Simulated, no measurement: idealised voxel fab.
Process module heading - voxel gate over fins
For reference, the cross-section in this document is cut, with width 145 nm and square cells of 5 nm.
How to read a cross-section here: the picture is a grid of square cells, written as bands going from the top down, and any band can span one or more rows of cells.
Quick guide to a band line: top height, bottom height (nm) up front; then every material left to right with its width in nm. Only one material and it's marked "full width"? Then it fills the band edge to edge. And "empty" just means empty space.
The level at which height equals 0 is the one under which the wafer, as it arrives, is entirely one material. No lower edge exists for the bottom band, which continues downward and is notated as in "0 down".
Width spec "30->40" -> top row of cells at first value, bottom row at second value, equal per-row change in between.
"everything unchanged" (step): cross-section cells unchanged, all of them.
In the "Closed cavity list" entry, you get each enclosed empty space of 8 cells or more, one with no open way to the top, written width x height at distance, distance from the left edge, in nm.
What comes after the settings on a step's line is commentary from the simulator itself on that step.
overlay nm: mask offset rightward from planned place, masked step; negative means leftward offset.
[The process steps that were planned are listed below]
step 1: RECEIVE | material Si
step 2: CONFORMAL_DEP | material SiN | thk nm 5
step 3: PATTERN | tone cover | mask id FINS | material resist | width nm 15 | pitch nm 50 | thk nm 15 | overlay nm 0
step 4: DIRECTIONAL_ETCH | etch materials SiN | depth nm 5
step 5: DIRECTIONAL_ETCH | etch materials Si | depth nm 40
step 6: STRIP | etch materials resist
step 7: FILL_DEP | material SiO2 | thk nm 15
step 8: CMP | height nm 5
step 9: PATTERN | tone open | mask id RAIL | material resist | width nm 15 | thk nm 15 | overlay nm 0
step 10: DIRECTIONAL_ETCH | etch materials SiO2 | depth nm 40
step 11: STRIP | etch materials resist
step 12: CONFORMAL_DEP | material TiN | thk nm 5
step 13: FILL_DEP | material Ru | thk nm 5
step 14: CMP | height nm 5
step 15: SELECTIVE_ETCH | etch materials W Ru TiN | depth nm 20
step 16: FILL_DEP | material SiO2 | thk nm 5
step 17: CMP | height nm 5
step 18: SELECTIVE_ETCH | etch materials SiO2 | depth nm 15
step 19: STRIP | etch materials SiN
step 20: CONFORMAL_DEP | material HfO2 | thk nm 5
step 21: CONFORMAL_DEP | material TiN | thk nm 5
step 22: CONFORMAL_DEP | material TiAl | thk nm 5
step 23: CONFORMAL_DEP | material TiN | thk nm 5
step 24: FILL_DEP | material W | thk nm 15
step 25: CMP | height nm 30
step 26: CONFORMAL_DEP | material SiN | thk nm 10
[Cross-sectional view of the wafer in its as-received condition, corresponding to the state after step 1]
    0 down: Si full width
    Closed cavity list: none
[Wafer cross-section at module end: first of two, run to plan]
    40 to 30: SiN full width
    30 to 20: W full width
    20 to 15: TiN full width
    15 to 10: 45 of TiAl | 5 of TiN | 45 of TiAl | 5 of TiN | 45 of TiAl
    10 to 5: 5 of TiAl | 35 of TiN | 5 of TiAl | 5 of TiN | 5 of TiAl | 35 of TiN | 5 of TiAl | 5 of TiN | 5 of TiAl | 35 of TiN | 5 of TiAl
    5 to 0: 5 of TiAl | 5 of TiN | 25 of HfO2 | 5 of TiN | 15 of TiAl | 5 of TiN | 25 of HfO2 | 5 of TiN | 15 of TiAl | 5 of TiN | 25 of HfO2 | 5 of TiN | 5 of TiAl
    0 to -5: 10 of TiN | 5 of HfO2 | 15 of Si | 5 of HfO2 | 25 of TiN | 5 of HfO2 | 15 of Si | 5 of HfO2 | 25 of TiN | 5 of HfO2 | 15 of Si | 5 of HfO2 | 10 of TiN
    -5 to -10: 15 of HfO2 | 15 of Si | 35 of HfO2 | 15 of Si | 35 of HfO2 | 15 of Si | 15 of HfO2
    -10 to -15: 15 of SiO2 | 15 of Si | 35 of SiO2 | 15 of Si | 35 of SiO2 | 15 of Si | 15 of SiO2
    -15 to -30: 15 of SiO2 | 15 of Si | 10 of SiO2 | 5 of TiN | 5 of Ru | 5 of TiN | 10 of SiO2 | 15 of Si | 35 of SiO2 | 15 of Si | 15 of SiO2
    -30 to -35: 15 of SiO2 | 15 of Si | 10 of SiO2 | 15 of TiN | 10 of SiO2 | 15 of Si | 35 of SiO2 | 15 of Si | 15 of SiO2
    -35 to -40: 15 of SiO2 | 15 of Si | 35 of SiO2 | 15 of Si | 35 of SiO2 | 15 of Si | 15 of SiO2
    -40 down: Si full width
    Closed cavity list: none
[Here is the second of the two wafers cut open at the end of the module - same start, same plan as the first one, but we made one mistake running it]
    40 to 30: SiN full width
    30 to 25: W full width
    25 to 20: 20 of W | 55 of TiN | 70 of W
    20 to 15: 25 of TiN | 45 of TiAl | 75 of TiN
    15 to 10: 30 of TiAl | 35 of TiN | 30 of TiAl | 5 of TiN | 45 of TiAl
    10 to 5: 5 of TiAl | 30 of TiN | 25 of HfO2 | 30 of TiN | 5 of TiAl | 5 of TiN | 5 of TiAl | 35 of TiN | 5 of TiAl
    5 to 0: 5 of TiAl | 5 of TiN | 30 of HfO2 | 5 of TiAl | 5 of HfO2 | 5 of TiAl | 30 of HfO2 | 5 of TiN | 15 of TiAl | 5 of TiN | 25 of HfO2 | 5 of TiN | 5 of TiAl
    0 to -5: 10 of TiN | 5 of HfO2 | 15 of Si | 10 of HfO2 | 5 of TiAl | 5 of HfO2 | 5 of TiAl | 10 of HfO2 | 15 of Si | 5 of HfO2 | 25 of TiN | 5 of HfO2 | 15 of Si | 5 of HfO2 | 10 of TiN
    -5 to -10: 15 of HfO2 | 15 of Si | 10 of HfO2 | 5 of TiAl | 5 of HfO2 | 5 of TiAl | 10 of HfO2 | 15 of Si | 35 of HfO2 | 15 of Si | 15 of HfO2
    -10 to -15: 15 of SiO2 | 15 of Si | 10 of SiO2 | 5 of TiAl | 5 of SiO2 | 5 of TiAl | 10 of SiO2 | 15 of Si | 35 of SiO2 | 15 of Si | 15 of SiO2
    -15 to -30: 15 of SiO2 | 15 of Si | 10 of SiO2 | 5 of TiAl | 5 of Ru | 5 of TiAl | 10 of SiO2 | 15 of Si | 35 of SiO2 | 15 of Si | 15 of SiO2
    -30 to -35: 15 of SiO2 | 15 of Si | 10 of SiO2 | 15 of TiAl | 10 of SiO2 | 15 of Si | 35 of SiO2 | 15 of Si | 15 of SiO2
    -35 to -40: 15 of SiO2 | 15 of Si | 35 of SiO2 | 15 of Si | 35 of SiO2 | 15 of Si | 15 of SiO2
    -40 down: Si full width
    Closed cavity list: none
Diagnosis: step 12 off recipe, ran as CONFORMAL_DEP | material TiAl | thk nm 5
End check, counted in cells, second wafer has more or fewer of these materials than the first: +9 HfO2, -2 SiO2, +15 TiAl, -11 TiN, -11 W
